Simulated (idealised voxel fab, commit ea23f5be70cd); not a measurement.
process module | voxel spacer lines
Xsec cut, 250 nm wide, square cell size 5 nm.
A cross-section is written here as square cells arranged in a grid, and it is given in bands from the top down, each band taking up one or more rows of cells. Top height, bottom height, nm. Materials left to right, width each, nm. Single material + "full width" = fills band edge to edge. "blank" = empty. For the purposes of this specification, 0 denotes the height below which the wafer in its as-received condition is composed wholly of one material, and the lowermost band, lacking a lower limit, extends downward without end, as expressed in "0 nm and below". The expression "30->40" gives the width at the extremes of the band, the first number at its top row of cells and the second at its bottom row, with the width changing by equal amounts from each row to the next in between. "identical to before" -> step changed no cross-section cell. What "Sealed voids" gives you is every empty space of 8 cells or more that is cut off from the top. Each appears as width x height at distance, with the distance taken from the left edge and width, height and distance all in nm. The remark found on a step's line after its settings is issued by the simulator itself and pertains to that step. If you see "overlay nm" on a step's line and that step has a mask, it's telling you how far right of where it was planned the mask ended up; a negative number means it went left instead.
So here's the lineup of process steps we planned:
1: RECEIVE: material Si
2: CONFORMAL_DEP: material Al2O3, thk nm 5
3: DIRECTIONAL_DEP: material SiN, thk nm 10
4: DIRECTIONAL_DEP: material aC, thk nm 20
5: PATTERN: tone cover, mask id MANDREL, material resist, width nm 15, pitch nm 50, thk nm 30, overlay nm 0
6: DIRECTIONAL_ETCH: etch materials aC, depth nm 20
7: STRIP: etch materials resist
8: CONFORMAL_DEP: material SiO2, thk nm 10
9: DIRECTIONAL_ETCH: etch materials SiO2, depth nm 10
10: STRIP: etch materials aC
11: DIRECTIONAL_ETCH: etch materials SiN, depth nm 10
12: STRIP: etch materials SiO2
13: FILL_DEP: material SiO2, thk nm 10
14: CMP: height nm 15
First of two wafers: run as planned:
As received (post step 1): cross-section:
* 0 nm and below | Si full width
* Sealed voids: none
How the wafer stands in section after step 2:
* 5 nm to 0 nm | Al2O3 full width
* Below 0 it's all the same as before, nothing changed down there.
How the wafer stands in section after step 3:
* 15 nm to 5 nm | SiN full width
* Below 5 it's all the same as before, nothing changed down there.
How the wafer stands in section after step 4:
* 35 nm to 15 nm | aC full width
* Below 15 it's all the same as before, nothing changed down there.
How the wafer stands in section after step 5:
* 65 nm to 35 nm | 65 blank | 15 resist | 35 blank | 15 resist | 35 blank | 15 resist | 70 blank
* Below 35 it's all the same as before, nothing changed down there.
How the wafer stands in section after step 6:
* 45 nm to 35 nm | 65 blank | 15 resist | 35 blank | 15 resist | 35 blank | 15 resist | 70 blank
* 35 nm to 15 nm | 65 blank | 15 aC | 35 blank | 15 aC | 35 blank | 15 aC | 70 blank
* Below 15 it's all the same as before, nothing changed down there.
How the wafer stands in section after step 7:
* 35 nm to 15 nm | 65 blank | 15 aC | 35 blank | 15 aC | 35 blank | 15 aC | 70 blank
* Below 15 it's all the same as before, nothing changed down there.
How the wafer stands in section after step 8:
* 45 nm to 35 nm | 55 blank | 35 SiO2 | 15 blank | 35 SiO2 | 15 blank | 35 SiO2 | 60 blank
* 35 nm to 25 nm | 55 blank | 10 SiO2 | 15 aC | 10 SiO2 | 15 blank | 10 SiO2 | 15 aC | 10 SiO2 | 15 blank | 10 SiO2 | 15 aC | 10 SiO2 | 60 blank
* 25 nm to 15 nm | 65 SiO2 | 15 aC | 35 SiO2 | 15 aC | 35 SiO2 | 15 aC | 70 SiO2
* Below 15 it's all the same as before, nothing changed down there.
How the wafer stands in section after step 9:
* 35 nm to 15 nm | 55 blank | 10 SiO2 | 15 aC | 10 SiO2 | 15 blank | 10 SiO2 | 15 aC | 10 SiO2 | 15 blank | 10 SiO2 | 15 aC | 10 SiO2 | 60 blank
* Below 15 it's all the same as before, nothing changed down there.
How the wafer stands in section after step 10:
* 35 nm to 15 nm | 55 blank | 10 SiO2 | 15 blank | 10 SiO2 | 15 blank | 10 SiO2 | 15 blank | 10 SiO2 | 15 blank | 10 SiO2 | 15 blank | 10 SiO2 | 60 blank
* Below 15 it's all the same as before, nothing changed down there.
How the wafer stands in section after step 11:
* 35 nm to 15 nm | 55 blank | 10 SiO2 | 15 blank | 10 SiO2 | 15 blank | 10 SiO2 | 15 blank | 10 SiO2 | 15 blank | 10 SiO2 | 15 blank | 10 SiO2 | 60 blank
* 15 nm to 5 nm | 55 blank | 10 SiN | 15 blank | 10 SiN | 15 blank | 10 SiN | 15 blank | 10 SiN | 15 blank | 10 SiN | 15 blank | 10 SiN | 60 blank
* Below 5 it's all the same as before, nothing changed down there.
How the wafer stands in section after step 12:
* 15 nm to 5 nm | 55 blank | 10 SiN | 15 blank | 10 SiN | 15 blank | 10 SiN | 15 blank | 10 SiN | 15 blank | 10 SiN | 15 blank | 10 SiN | 60 blank
* Below 5 it's all the same as before, nothing changed down there.
How the wafer stands in section after step 13:
* 25 nm to 15 nm | SiO2 full width
* 15 nm to 5 nm | 55 SiO2 | 10 SiN | 15 SiO2 | 10 SiN | 15 SiO2 | 10 SiN | 15 SiO2 | 10 SiN | 15 SiO2 | 10 SiN | 15 SiO2 | 10 SiN | 60 SiO2
* Below 5 it's all the same as before, nothing changed down there.
How the wafer stands in section after step 14:
* 15 nm to 5 nm | 55 SiO2 | 10 SiN | 15 SiO2 | 10 SiN | 15 SiO2 | 10 SiN | 15 SiO2 | 10 SiN | 15 SiO2 | 10 SiN | 15 SiO2 | 10 SiN | 60 SiO2
* Below 5 it's all the same as before, nothing changed down there.
Second wafer: same start and same plan as the first, one execution error; identical to the first through step 6:
Second wafer, cut view, end of step 7 per plan:
* 35 nm to 15 nm | 65 blank | 15 aC | 35 blank | 15 aC | 35 blank | 15 aC | 70 blank
* Below 15 it's all the same as before, nothing changed down there.
Second wafer, cut view, end of step 8 per plan:
* 45 nm to 35 nm | 55 blank | 35 SiO2 | 15 blank | 35 SiO2 | 15 blank | 35 SiO2 | 60 blank
* 35 nm to 25 nm | 55 blank | 10 SiO2 | 15 aC | 10 SiO2 | 15 blank | 10 SiO2 | 15 aC | 10 SiO2 | 15 blank | 10 SiO2 | 15 aC | 10 SiO2 | 60 blank
* 25 nm to 15 nm | 65 SiO2 | 15 aC | 35 SiO2 | 15 aC | 35 SiO2 | 15 aC | 70 SiO2
* Below 15 it's all the same as before, nothing changed down there.
Second wafer, cut view, end of step 9 per plan:
* 35 nm to 15 nm | 55 blank | 10 SiO2 | 15 aC | 10 SiO2 | 15 blank | 10 SiO2 | 15 aC | 10 SiO2 | 15 blank | 10 SiO2 | 15 aC | 10 SiO2 | 60 blank
* Below 15 it's all the same as before, nothing changed down there.
Second wafer, cut view, end of step 10 per plan:
* 35 nm to 15 nm | 55 blank | 10 SiO2 | 15 blank | 10 SiO2 | 15 blank | 10 SiO2 | 15 blank | 10 SiO2 | 15 blank | 10 SiO2 | 15 blank | 10 SiO2 | 60 blank
* Below 15 it's all the same as before, nothing changed down there.
Second wafer, cut view, end of step 11 per plan:
* 35 nm to 15 nm | 55 blank | 10 SiO2 | 15 blank | 10 SiO2 | 15 blank | 10 SiO2 | 15 blank | 10 SiO2 | 15 blank | 10 SiO2 | 15 blank | 10 SiO2 | 60 blank
* 15 nm to 5 nm | 55 blank | 10 SiN | 15 blank | 10 SiN | 15 blank | 10 SiN | 15 blank | 10 SiN | 15 blank | 10 SiN | 15 blank | 10 SiN | 60 blank
* Below 5 it's all the same as before, nothing changed down there.
Second wafer, cut view, end of step 12 per plan:
* 15 nm to 5 nm | 55 blank | 10 SiN | 15 blank | 10 SiN | 15 blank | 10 SiN | 15 blank | 10 SiN | 15 blank | 10 SiN | 15 blank | 10 SiN | 60 blank
* Below 5 it's all the same as before, nothing changed down there.
Second wafer, cut view, end of step 13 per plan:
* 25 nm to 15 nm | SiO2 full width
* 15 nm to 5 nm | 55 SiO2 | 10 SiN | 15 SiO2 | 10 SiN | 15 SiO2 | 10 SiN | 15 SiO2 | 10 SiN | 15 SiO2 | 10 SiN | 15 SiO2 | 10 SiN | 60 SiO2
* Below 5 it's all the same as before, nothing changed down there.
Second wafer, cut view, end of step 14 per plan:
* 15 nm to 5 nm | 55 SiO2 | 10 SiN | 15 SiO2 | 10 SiN | 15 SiO2 | 10 SiN | 15 SiO2 | 10 SiN | 15 SiO2 | 10 SiN | 15 SiO2 | 10 SiN | 60 SiO2
* Below 5 it's all the same as before, nothing changed down there.
Deviation noted in wafer processing: step 7 of the plan was executed twice over
The two wafers wind up with the same cross-section at the end, so whatever this model computes is the same despite the mistake.
